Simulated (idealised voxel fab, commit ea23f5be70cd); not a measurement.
The following process module bears the name voxel ribs on slabs.
The width of the displayed cross-section, cut, is 145 nm; its cells are square, with a size of 5 nm.
Throughout this document, each cross-section is represented as a grid of square cells and is presented as a sequence of bands enumerated from the top downward, where a band comprises one or more rows of cells. Each band's line starts with the height of the band's top and of its bottom, in nm. Then come its materials from left to right, each with its width in nm. One material with "throughout" fills the band from edge to edge. "air" is empty space. Counting heights begins at 0, where everything beneath is, in the wafer as received, one material. The lowest band has no bottom; it goes on downwards, as "top 0, no bottom" shows. Note: "30..40" means the width goes from the first number (top row of the band) to the second number (bottom row) in equal steps per row of cells. For the purposes of this document, the phrase "no change occurred" attached to a step denotes that no cell within the cross-section was modified by that step. Listed in "Enclosed void catalog": every empty space of 8 or more cells without an open way to the top. Form: width x height at distance, the distance being from the left edge, all in nm. On each step's line, the part that comes after the settings is the simulator's own comment on the step. overlay nm: for a step with a mask, the amount by which the mask lay right of where it was planned; a negative amount means left of it.

The planned process steps are enumerated hereunder:
1,RECEIVE: material Si
2,DIRECTIONAL_DEP: material SiO2, thk nm 25
3,DIRECTIONAL_DEP: material polySi, thk nm 20
4,DIRECTIONAL_DEP: material aC, thk nm 15
5,PATTERN: tone cover, mask id RIB, material resist, width nm 30, thk nm 30, overlay nm 0
6,DIRECTIONAL_ETCH: etch materials aC, depth nm 15
7,STRIP: etch materials resist
8,DIRECTIONAL_ETCH: etch materials polySi, depth nm 10
9,STRIP: etch materials aC
10,DIRECTIONAL_DEP: material aC, thk nm 10
11,PATTERN: tone cover, mask id SLAB, material resist, width nm 80, thk nm 25, overlay nm 0
12,DIRECTIONAL_ETCH: etch materials aC, depth nm 10
13,STRIP: etch materials resist
14,DIRECTIONAL_ETCH: etch materials polySi, depth nm 10
15,STRIP: etch materials aC
16,FILL_DEP: material SiO2, thk nm 20
17,CMP: height nm 55
18,DIRECTIONAL_DEP: material W, thk nm 5
19,DIRECTIONAL_DEP: material aC, thk nm 15
20,PATTERN: tone cover, mask id HEATER, material resist, width nm 40, thk nm 30, overlay nm 0
21,DIRECTIONAL_ETCH: etch materials aC, depth nm 15
22,STRIP: etch materials resist
23,DIRECTIONAL_ETCH: etch materials W, depth nm 5
24,STRIP: etch materials aC
25,CONFORMAL_DEP: material SiO2, thk nm 10

Delivered wafer in cross-section: state after step 1:
    top 0, no bottom  Si throughout
    Enclosed void catalog: none

What the wafer looks like in cross-section after this module, when it starts as shown above and follows the plan above but one mistake is made in running it:
    top 70, bottom 65  40 of air / 60 of SiO2 / 45 of air
    top 65, bottom 60  SiO2 throughout
    top 60, bottom 55  50 of SiO2 / 40 of W / 55 of SiO2
    top 55, bottom 45  30 of SiO2 / 80 of polySi / 35 of SiO2
    top 45, bottom 25  polySi throughout
    top 25, bottom 0  SiO2 throughout
    top 0, no bottom  Si throughout
    Enclosed void catalog: none
Error vs. plan: it should be noted that step 3 of the plan was executed twice
